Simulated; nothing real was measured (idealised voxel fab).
process module | voxel self aligned contacts
cross-section cut | 190 nm wide | cells 5 nm
A cross-section is a grid of square cells, given in bands from the top down. A band is one or more rows of cells.
Each band's line starts with the height of the band's top and of its bottom, in nm. Then come its materials from left to right, each with its width in nm. One material with "throughout" fills the band from edge to edge. "air" is empty space.
Height 0 is the level under which the wafer as received is all one material. The lowest band goes on downwards, as in "0 down".
A width such as "30 to 40" changes by the same amount from each row of cells to the next, from the band's top row to its bottom row.
"no change" after a step means that no cell of the cross-section changed.
closed voids: empty space of 8 cells or more with no open way to the top, each as width x height at its distance from the left edge, in nm
after a step's settings: what the simulator itself notes on the step
overlay nm, on a step with a mask: how far to the right of its planned place the mask lay; to the left if negative
plan
1 op RECEIVE | material Si
2 op OXIDIZE | depth nm 5
3 op DIRECTIONAL_DEP | material polySi | thk nm 25
4 op DIRECTIONAL_DEP | material SiN | thk nm 25
5 op PATTERN | tone cover | mask id GATE | material resist | width nm 25 | pitch nm 60 | thk nm 20 | overlay nm -15
6 op DIRECTIONAL_ETCH | etch materials SiN | depth nm 25
7 op DIRECTIONAL_ETCH | etch materials polySi | depth nm 25
8 op STRIP | etch materials resist
9 op CONFORMAL_DEP | material SiN | thk nm 10
10 op DIRECTIONAL_ETCH | etch materials SiN | depth nm 10
11 op FILL_DEP | material SiO2 | thk nm 20
12 op CMP | height nm 60
13 op DIRECTIONAL_DEP | material aC | thk nm 10
14 op PATTERN | tone open | mask id CONTACT | material resist | width nm 45 | thk nm 25 | overlay nm 0
15 op DIRECTIONAL_ETCH | etch materials aC | depth nm 10
16 op STRIP | etch materials resist
17 op DIRECTIONAL_ETCH | etch materials SiO2 | depth nm 65
18 op STRIP | etch materials aC
19 op CONFORMAL_DEP | material TiN | thk nm 5
20 op FILL_DEP | material Ru | thk nm 10
21 op CMP | height nm 60
22 op CONFORMAL_DEP | material SiCN | thk nm 5
varied across the wafers: overlay nm of step 5. The plan shows the first wafer's value. All wafers start alike
first wafer as received, after step 1
  0 down: Si throughout
  closed voids: none
each wafer at the end: cells of each material gained (+) or lost (-) since it was received, then its closed voids
overlay nm -15 | +18 Ru | -38 Si | +38 SiCN | +130 SiN | +263 SiO2 | +33 TiN | +50 polySi | closed voids: none
overlay nm -10 | +18 Ru | -38 Si | +38 SiCN | +130 SiN | +263 SiO2 | +33 TiN | +50 polySi | closed voids: none
overlay nm -5 | +18 Ru | -38 Si | +38 SiCN | +130 SiN | +263 SiO2 | +33 TiN | +50 polySi | closed voids: none
overlay nm 0 | +18 Ru | -38 Si | +38 SiCN | +130 SiN | +263 SiO2 | +33 TiN | +50 polySi | closed voids: none
overlay nm 5 | +18 Ru | -38 Si | +38 SiCN | +130 SiN | +263 SiO2 | +33 TiN | +50 polySi | closed voids: none
overlay nm 10 | +18 Ru | -38 Si | +38 SiCN | +130 SiN | +263 SiO2 | +33 TiN | +50 polySi | closed voids: none
overlay nm 15 | +18 Ru | -38 Si | +38 SiCN | +130 SiN | +263 SiO2 | +33 TiN | +50 polySi | closed voids: none
